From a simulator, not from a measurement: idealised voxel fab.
The following is a process module called voxel self aligned contacts.
The cross-section on display is named cut; it measures 220 nm wide, and its cells are 5 nm squares.
Cross-section format: a grid of square cells, given as bands from top to bottom; each band is one or more rows of cells.
Look at the band entry: it leads with the top's height and the bottom's height in nm. Then it lists the materials left to right, with a width in nm for each. The word "throughout" on a single material says that material fills the band edge to edge. The word "empty" is empty space.
A quick word on heights: they are counted from 0, and under that level the wafer as it came to us is one material throughout. The lowest band is different from the rest in having no bottom; it simply continues downward, written as in "0 down".
A width such as "30 to 40" changes by the same amount from each row of cells to the next, from the band's top row to its bottom row.
"no modification", as given for a step, is the statement that not any cell of the cross-section underwent a change during that step.
Each empty space that has no open way to the top and spans at least 8 cells appears under "Enclosed cavities" as width x height at distance, the distance counted from the left edge, all in nm.
The remark found on a step's line after its settings is issued by the simulator itself and pertains to that step.
When a step includes a mask, the "overlay nm" setting on its line states how far to the right of its planned place that mask lay, and negative values state how far to the left.
List of planned process steps:
1) RECEIVE, material Si
2) CONFORMAL_DEP, material SiO2, thk nm 5
3) DIRECTIONAL_DEP, material polySi, thk nm 25
4) DIRECTIONAL_DEP, material SiN, thk nm 15
5) PATTERN, tone cover, mask id GATE, material resist, width nm 35, pitch nm 70, thk nm 20, overlay nm 0
6) DIRECTIONAL_ETCH, etch materials SiN, depth nm 15
7) DIRECTIONAL_ETCH, etch materials polySi, depth nm 25
8) STRIP, etch materials resist
9) CONFORMAL_DEP, material SiN, thk nm 5
10) DIRECTIONAL_ETCH, etch materials SiN, depth nm 5
11) FILL_DEP, material SiO2, thk nm 10
12) CMP, height nm 50
13) DIRECTIONAL_DEP, material aC, thk nm 10
14) PATTERN, tone open, mask id CONTACT, material resist, width nm 55, pitch nm 70, thk nm 30, overlay nm 0
15) DIRECTIONAL_ETCH, etch materials aC, depth nm 10
16) STRIP, etch materials resist
17) DIRECTIONAL_ETCH, etch materials SiO2, depth nm 50
18) STRIP, etch materials aC
19) CONFORMAL_DEP, material TiN, thk nm 5
20) FILL_DEP, material Ru, thk nm 10
21) CMP, height nm 50
22) CONFORMAL_DEP, material SiCN, thk nm 5
First wafer, two in total, run as planned:
The cross-section here shows the wafer as received, i.e. in its state after step 1:
  0 down: Si throughout
  Enclosed cavities: none
So this is the wafer cross-section right after step 2:
  5 to 0: SiO2 throughout
  Under 0: no change, same as before.
So this is the wafer cross-section right after step 3:
  30 to 5: polySi throughout
  Under 5: no change, same as before.
So this is the wafer cross-section right after step 4:
  45 to 30: SiN throughout
  Under 30: no change, same as before.
So this is the wafer cross-section right after step 5:
  65 to 45: empty=20  resist=35  empty=35  resist=35  empty=35  resist=35  empty=25
  Under 45: no change, same as before.
So this is the wafer cross-section right after step 6:
  65 to 45: empty=20  resist=35  empty=35  resist=35  empty=35  resist=35  empty=25
  45 to 30: empty=20  SiN=35  empty=35  SiN=35  empty=35  SiN=35  empty=25
  Under 30: no change, same as before.
So this is the wafer cross-section right after step 7:
  65 to 45: empty=20  resist=35  empty=35  resist=35  empty=35  resist=35  empty=25
  45 to 30: empty=20  SiN=35  empty=35  SiN=35  empty=35  SiN=35  empty=25
  30 to 5: empty=20  polySi=35  empty=35  polySi=35  empty=35  polySi=35  empty=25
  Under 5: no change, same as before.
So this is the wafer cross-section right after step 8:
  45 to 30: empty=20  SiN=35  empty=35  SiN=35  empty=35  SiN=35  empty=25
  Under 30: no change, same as before.
So this is the wafer cross-section right after step 9:
  50 to 30: empty=15  SiN=45  empty=25  SiN=45  empty=25  SiN=45  empty=20
  30 to 10: empty=15  SiN=5  polySi=35  SiN=5  empty=25  SiN=5  polySi=35  SiN=5  empty=25  SiN=5  polySi=35  SiN=5  empty=20
  10 to 5: SiN=20  polySi=35  SiN=35  polySi=35  SiN=35  polySi=35  SiN=25
  Under 5: no change, same as before.
So this is the wafer cross-section right after step 10:
  45 to 30: empty=15  SiN=45  empty=25  SiN=45  empty=25  SiN=45  empty=20
  30 to 5: empty=15  SiN=5  polySi=35  SiN=5  empty=25  SiN=5  polySi=35  SiN=5  empty=25  SiN=5  polySi=35  SiN=5  empty=20
  Under 5: no change, same as before.
So this is the wafer cross-section right after step 11:
  55 to 45: SiO2 throughout
  45 to 30: SiO2=15  SiN=45  SiO2=25  SiN=45  SiO2=25  SiN=45  SiO2=20
  30 to 5: SiO2=15  SiN=5  polySi=35  SiN=5  SiO2=25  SiN=5  polySi=35  SiN=5  SiO2=25  SiN=5  polySi=35  SiN=5  SiO2=20
  Under 5: no change, same as before.
So this is the wafer cross-section right after step 12:
  50 to 45: SiO2 throughout
  Under 45: no change, same as before.
So this is the wafer cross-section right after step 13:
  60 to 50: aC throughout
  Under 50: no change, same as before.
So this is the wafer cross-section right after step 14:
  90 to 60: resist=45  empty=55  resist=15  empty=55  resist=50
  Under 60: no change, same as before.
So this is the wafer cross-section right after step 15:
  80 to 60: resist=45  empty=55  resist=15  empty=55  resist=50
  60 to 50: aC=45  empty=55  aC=15  empty=55  aC=50
  Under 50: no change, same as before.
So this is the wafer cross-section right after step 16:
  60 to 50: aC=45  empty=55  aC=15  empty=55  aC=50
  Under 50: no change, same as before.
So this is the wafer cross-section right after step 17:
  60 to 50: aC=45  empty=55  aC=15  empty=55  aC=50
  50 to 45: SiO2=45  empty=55  SiO2=15  empty=55  SiO2=50
  45 to 30: SiO2=15  SiN=45  empty=25  SiN=45  empty=25  SiN=45  SiO2=20
  30 to 5: SiO2=15  SiN=5  polySi=35  SiN=5  empty=25  SiN=5  polySi=35  SiN=5  empty=25  SiN=5  polySi=35  SiN=5  SiO2=20
  5 to 0: SiO2=60  empty=25  SiO2=45  empty=25  SiO2=65
  Under 0: no change, same as before.
So this is the wafer cross-section right after step 18:
  50 to 45: SiO2=45  empty=55  SiO2=15  empty=55  SiO2=50
  Under 45: no change, same as before.
So this is the wafer cross-section right after step 19:
  55 to 50: TiN=50  empty=45  TiN=25  empty=45  TiN=55
  50 to 45: SiO2=45  TiN=20  empty=15  TiN=20  SiO2=15  TiN=20  empty=15  TiN=20  SiO2=50
  45 to 30: SiO2=15  SiN=45  TiN=5  empty=15  TiN=5  SiN=45  TiN=5  empty=15  TiN=5  SiN=45  SiO2=20
  30 to 5: SiO2=15  SiN=5  polySi=35  SiN=5  TiN=5  empty=15  TiN=5  SiN=5  polySi=35  SiN=5  TiN=5  empty=15  TiN=5  SiN=5  polySi=35  SiN=5  SiO2=20
  5 to 0: SiO2=60  TiN=25  SiO2=45  TiN=25  SiO2=65
  Under 0: no change, same as before.
So this is the wafer cross-section right after step 20:
  65 to 55: Ru throughout
  55 to 50: TiN=50  Ru=45  TiN=25  Ru=45  TiN=55
  50 to 45: SiO2=45  TiN=20  Ru=15  TiN=20  SiO2=15  TiN=20  Ru=15  TiN=20  SiO2=50
  45 to 30: SiO2=15  SiN=45  TiN=5  Ru=15  TiN=5  SiN=45  TiN=5  Ru=15  TiN=5  SiN=45  SiO2=20
  30 to 5: SiO2=15  SiN=5  polySi=35  SiN=5  TiN=5  Ru=15  TiN=5  SiN=5  polySi=35  SiN=5  TiN=5  Ru=15  TiN=5  SiN=5  polySi=35  SiN=5  SiO2=20
  Under 5: no change, same as before.
So this is the wafer cross-section right after step 21:
  50 to 45: SiO2=45  TiN=20  Ru=15  TiN=20  SiO2=15  TiN=20  Ru=15  TiN=20  SiO2=50
  Under 45: no change, same as before.
So this is the wafer cross-section right after step 22:
  55 to 50: SiCN throughout
  Under 50: no change, same as before.
Wafer two of two - same starting point, same process plan, one mistake in execution; matches wafer one up to and including step 4:
Cross-section of the second wafer when, according to plan, step 5 should have finished:
  65 to 45: empty=25  resist=25  empty=45  resist=25  empty=45  resist=25  empty=30
  Under 45: no change, same as before.
Cross-section of the second wafer when, according to plan, step 6 should have finished:
  65 to 45: empty=25  resist=25  empty=45  resist=25  empty=45  resist=25  empty=30
  45 to 30: empty=25  SiN=25  empty=45  SiN=25  empty=45  SiN=25  empty=30
  Under 30: no change, same as before.
Cross-section of the second wafer when, according to plan, step 7 should have finished:
  65 to 45: empty=25  resist=25  empty=45  resist=25  empty=45  resist=25  empty=30
  45 to 30: empty=25  SiN=25  empty=45  SiN=25  empty=45  SiN=25  empty=30
  30 to 5: empty=25  polySi=25  empty=45  polySi=25  empty=45  polySi=25  empty=30
  Under 5: no change, same as before.
Cross-section of the second wafer when, according to plan, step 8 should have finished:
  45 to 30: empty=25  SiN=25  empty=45  SiN=25  empty=45  SiN=25  empty=30
  Under 30: no change, same as before.
Cross-section of the second wafer when, according to plan, step 9 should have finished:
  50 to 30: empty=20  SiN=35  empty=35  SiN=35  empty=35  SiN=35  empty=25
  30 to 10: empty=20  SiN=5  polySi=25  SiN=5  empty=35  SiN=5  polySi=25  SiN=5  empty=35  SiN=5  polySi=25  SiN=5  empty=25
  10 to 5: SiN=25  polySi=25  SiN=45  polySi=25  SiN=45  polySi=25  SiN=30
  Under 5: no change, same as before.
Cross-section of the second wafer when, according to plan, step 10 should have finished:
  45 to 30: empty=20  SiN=35  empty=35  SiN=35  empty=35  SiN=35  empty=25
  30 to 5: empty=20  SiN=5  polySi=25  SiN=5  empty=35  SiN=5  polySi=25  SiN=5  empty=35  SiN=5  polySi=25  SiN=5  empty=25
  Under 5: no change, same as before.
Cross-section of the second wafer when, according to plan, step 11 should have finished:
  55 to 45: SiO2 throughout
  45 to 30: SiO2=20  SiN=35  SiO2=35  SiN=35  SiO2=35  SiN=35  SiO2=25
  30 to 5: SiO2=20  SiN=5  polySi=25  SiN=5  SiO2=35  SiN=5  polySi=25  SiN=5  SiO2=35  SiN=5  polySi=25  SiN=5  SiO2=25
  Under 5: no change, same as before.
Cross-section of the second wafer when, according to plan, step 12 should have finished:
  50 to 45: SiO2 throughout
  Under 45: no change, same as before.
Cross-section of the second wafer when, according to plan, step 13 should have finished:
  60 to 50: aC throughout
  Under 50: no change, same as before.
Cross-section of the second wafer when, according to plan, step 14 should have finished:
  90 to 60: resist=45  empty=55  resist=15  empty=55  resist=50
  Under 60: no change, same as before.
Cross-section of the second wafer when, according to plan, step 15 should have finished:
  80 to 60: resist=45  empty=55  resist=15  empty=55  resist=50
  60 to 50: aC=45  empty=55  aC=15  empty=55  aC=50
  Under 50: no change, same as before.
Cross-section of the second wafer when, according to plan, step 16 should have finished:
  60 to 50: aC=45  empty=55  aC=15  empty=55  aC=50
  Under 50: no change, same as before.
Cross-section of the second wafer when, according to plan, step 17 should have finished:
  60 to 50: aC=45  empty=55  aC=15  empty=55  aC=50
  50 to 45: SiO2=45  empty=55  SiO2=15  empty=55  SiO2=50
  45 to 30: SiO2=20  SiN=35  empty=35  SiN=35  empty=35  SiN=35  SiO2=25
  30 to 5: SiO2=20  SiN=5  polySi=25  SiN=5  empty=35  SiN=5  polySi=25  SiN=5  empty=35  SiN=5  polySi=25  SiN=5  SiO2=25
  5 to 0: SiO2=55  empty=35  SiO2=35  empty=35  SiO2=60
  Under 0: no change, same as before.
Cross-section of the second wafer when, according to plan, step 18 should have finished:
  50 to 45: SiO2=45  empty=55  SiO2=15  empty=55  SiO2=50
  Under 45: no change, same as before.
Cross-section of the second wafer when, according to plan, step 19 should have finished:
  55 to 50: TiN=50  empty=45  TiN=25  empty=45  TiN=55
  50 to 45: SiO2=45  TiN=15  empty=25  TiN=15  SiO2=15  TiN=15  empty=25  TiN=15  SiO2=50
  45 to 30: SiO2=20  SiN=35  TiN=5  empty=25  TiN=5  SiN=35  TiN=5  empty=25  TiN=5  SiN=35  SiO2=25
  30 to 5: SiO2=20  SiN=5  polySi=25  SiN=5  TiN=5  empty=25  TiN=5  SiN=5  polySi=25  SiN=5  TiN=5  empty=25  TiN=5  SiN=5  polySi=25  SiN=5  SiO2=25
  5 to 0: SiO2=55  TiN=35  SiO2=35  TiN=35  SiO2=60
  Under 0: no change, same as before.
Cross-section of the second wafer when, according to plan, step 20 should have finished:
  65 to 55: Ru throughout
  55 to 50: TiN=50  Ru=45  TiN=25  Ru=45  TiN=55
  50 to 45: SiO2=45  TiN=15  Ru=25  TiN=15  SiO2=15  TiN=15  Ru=25  TiN=15  SiO2=50
  45 to 30: SiO2=20  SiN=35  TiN=5  Ru=25  TiN=5  SiN=35  TiN=5  Ru=25  TiN=5  SiN=35  SiO2=25
  30 to 5: SiO2=20  SiN=5  polySi=25  SiN=5  TiN=5  Ru=25  TiN=5  SiN=5  polySi=25  SiN=5  TiN=5  Ru=25  TiN=5  SiN=5  polySi=25  SiN=5  SiO2=25
  Under 5: no change, same as before.
Cross-section of the second wafer when, according to plan, step 21 should have finished:
  50 to 45: SiO2=45  TiN=15  Ru=25  TiN=15  SiO2=15  TiN=15  Ru=25  TiN=15  SiO2=50
  Under 45: no change, same as before.
Cross-section of the second wafer when, according to plan, step 22 should have finished:
  55 to 50: SiCN throughout
  Under 50: no change, same as before.
Want to know what went wrong? planned and actual differ for step 5; actual: PATTERN, tone cover, mask id GATE, material resist, width nm 25, pitch nm 70, thk nm 20, overlay nm 0
Final tally in cells, some materials are higher or lower on the second wafer than on the first: 36 more of Ru | 18 fewer of SiN | 12 more of SiO2 | 30 fewer of polySi
